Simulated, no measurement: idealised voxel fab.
Documented hereafter: the process module known as voxel capacitor over wiring.
We display cut, a cross-section 210 nm in width whose square cells are each 5 nm.
Throughout this document, each cross-section is represented as a grid of square cells and is presented as a sequence of bands enumerated from the top downward, where a band comprises one or more rows of cells. Band: top height; bottom height; in nm. Then, left to right: material with width in nm, for each material. "edge to edge": a single material spanning edge to edge. "blank": empty space. It should be noted that heights are counted from 0, beneath which the wafer as supplied is of one material throughout, and that the lowest band possesses no lower boundary but continues downward, as written in "0..down". A width given as "30->40" starts at the first number in the band's top row and ends at the second number in its bottom row, shifting by an equal amount at every step from row to row. "nothing changed" for a step: no cell of the cross-section changed in that step. Reported under the label "Enclosed cavities" are the empty spaces having no open way to the top and comprising 8 cells or more; the notation for each is width x height at distance, in which the distance is measured from the left edge and all three values are in nm. Heads up: the bit after the settings on a step's line is the simulator's remark on that step. overlay nm: mask right of planned place by this much (step with mask). Neg. = left.
This section lists the process steps that were planned
1 RECEIVE (material Si)
2 CONFORMAL_DEP (material SiO2; thk nm 15)
3 DIRECTIONAL_DEP (material TiN; thk nm 5)
4 DIRECTIONAL_DEP (material W; thk nm 25)
5 MASKED_ETCH (tone cover; mask id METAL_1; width nm 20; pitch nm 80; etch materials W; depth nm 25; overlay nm 0)
6 MASKED_ETCH (tone cover; mask id METAL_1; width nm 20; pitch nm 80; etch materials TiN; depth nm 5; overlay nm 0)
7 CONFORMAL_DEP (material SiN; thk nm 5)
8 FILL_DEP (material lowk; thk nm 5)
9 CMP (height nm 45)
10 CONFORMAL_DEP (material SiCN; thk nm 5)
11 DIRECTIONAL_DEP (material SiO2; thk nm 10)
12 MASKED_ETCH (tone open; mask id PLUG_1; width nm 15; etch materials SiO2; depth nm 10; overlay nm 0)
13 MASKED_ETCH (tone open; mask id PLUG_1; width nm 15; etch materials SiCN; depth nm 5; overlay nm 0)
14 CONFORMAL_DEP (material TiN; thk nm 5)
15 FILL_DEP (material Cu; thk nm 5)
16 CMP (height nm 60)
17 DIRECTIONAL_DEP (material TiN; thk nm 5)
18 DIRECTIONAL_DEP (material Al2O3; thk nm 5)
19 DIRECTIONAL_DEP (material TiN; thk nm 10)
20 DIRECTIONAL_DEP (material aC; thk nm 10)
21 PATTERN (tone cover; mask id UPPER_PLATE; material resist; width nm 65; thk nm 25; overlay nm 0)
22 DIRECTIONAL_ETCH (etch materials aC; depth nm 10)
23 STRIP (etch materials resist)
24 DIRECTIONAL_ETCH (etch materials TiN; depth nm 10)
25 DIRECTIONAL_ETCH (etch materials Al2O3; depth nm 5)
26 STRIP (etch materials aC)
27 DIRECTIONAL_DEP (material aC; thk nm 10)
28 PATTERN (tone cover; mask id LOWER_PLATE; material resist; width nm 75; thk nm 30; overlay nm 0)
29 DIRECTIONAL_ETCH (etch materials aC; depth nm 10)
30 STRIP (etch materials resist)
31 DIRECTIONAL_ETCH (etch materials TiN; depth nm 5)
32 STRIP (etch materials aC)
33 FILL_DEP (material SiO2; thk nm 20)
34 CMP (height nm 95)
35 MASKED_ETCH (tone open; mask id PLUG_2; width nm 15; etch materials SiO2; depth nm 15; overlay nm 0)
36 CONFORMAL_DEP (material TiN; thk nm 5)
37 FILL_DEP (material Ru; thk nm 5)
38 CMP (height nm 95)
39 CONFORMAL_DEP (material SiCN; thk nm 5)
The cross-section here shows the wafer as received, i.e. in its state after step 1
> 0..down  Si edge to edge
> Enclosed cavities: none
Below is the wafer in cross-section after the module was completed. It began from the starting point shown above and followed the plan shown above, except that one mistake was made while running it
> 100..95  SiCN edge to edge
> 95..85  70 nm SiO2 | 5 nm TiN | 5 nm Ru | 5 nm TiN | 125 nm SiO2
> 85..80  70 nm SiO2 | 15 nm TiN | 125 nm SiO2
> 80..70  60 nm SiO2 | 65 nm TiN | 85 nm SiO2
> 70..65  60 nm SiO2 | 65 nm Al2O3 | 85 nm SiO2
> 65..60  55 nm SiO2 | 75 nm TiN | 80 nm SiO2
> 60..50  60 nm SiO2 | 5 nm TiN | 5 nm Cu | 5 nm TiN | 135 nm SiO2
> 50..45  60 nm SiCN | 15 nm TiN | 135 nm SiCN
> 45..25  50 nm lowk | 5 nm SiN | 20 nm W | 5 nm SiN | 50 nm lowk | 5 nm SiN | 20 nm W | 5 nm SiN | 50 nm lowk
> 25..20  55 nm SiN | 20 nm TiN | 60 nm SiN | 20 nm TiN | 55 nm SiN
> 20..0  SiO2 edge to edge
> 0..down  Si edge to edge
> Enclosed cavities: none
Where did the run depart from the plan? contrary to plan, step 2 was performed as CONFORMAL_DEP (material SiO2; thk nm 20)
